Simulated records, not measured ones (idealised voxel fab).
The following is a process module called voxel plated lines.
For reference, the cross-section in this document is cut, with width 255 nm and square cells of 5 nm.
The cross-sections in this document take the form of a grid made of square cells. They are written out as bands, in order from top to bottom. Each band consists of one or more rows of cells. The entry gives the band's vertical extent as a top height and a bottom height in nm, then its horizontal make-up as materials from left to right, each with a width in nm. "empty" stands for empty space; a single material marked "everywhere" fills the band edge to edge. Height is counted from the level 0, under which the received wafer is composed throughout of one material. The lowest of the bands is not closed at the bottom but continues downward, in the notation "0..down". Note: "30..40" means the width goes from the first number (top row of the band) to the second number (bottom row) in equal steps per row of cells. No cell of the cross-section changed in a step that is given as "no alteration". Closed empty spaces (no open way to the top) of 8 cells or more are what "Entrapped void list" lists, each as width x height at distance from the left edge, nm for all three. If you see something after the settings on a step's line, that's the simulator's own remark about that step. If you see "overlay nm" on a step's line and that step has a mask, it's telling you how far right of where it was planned the mask ended up; a negative number means it went left instead.
Planned process steps
- 1: RECEIVE,material Si
- 2: CONFORMAL_DEP,material SiO2,thk nm 15
- 3: DIRECTIONAL_DEP,material TiN,thk nm 5
- 4: PATTERN,tone open,mask id LINES,material resist,width nm 20,pitch nm 40,thk nm 40,overlay nm 0
- 5: EPI,material Ru,thk nm 10
- 6: EPI,material Ru,thk nm 5
- 7: EPI,material Ru,thk nm 5
- 8: STRIP,etch materials resist
- 9: DIRECTIONAL_ETCH,etch materials TiN,depth nm 5
- 10: CONFORMAL_DEP,material SiCN,thk nm 10
The cross-section here shows the wafer as received, i.e. in its state after step 1
* 0..down = Si everywhere
* Entrapped void list: none
Cross-section, end of module. Start: as above. Plan: as above. Execution: one mistake
* 40..30 = empty=65; SiCN=120; empty=70
* 30..15 = empty=65; SiCN=10; Ru=20; SiCN=20; Ru=20; SiCN=20; Ru=20; SiCN=10; empty=70
* 15..10 = SiCN=75; Ru=20; SiCN=20; Ru=20; SiCN=20; Ru=20; SiCN=80
* 10..5 = SiCN=75; TiN=20; SiCN=20; TiN=20; SiCN=20; TiN=20; SiCN=80
* 5..0 = SiO2 everywhere
* 0..down = Si everywhere
* Entrapped void list: none
The plan and the run diverged here: step 2 was processed under conditions differing from the plan, specifically as CONFORMAL_DEP,material SiO2,thk nm 5
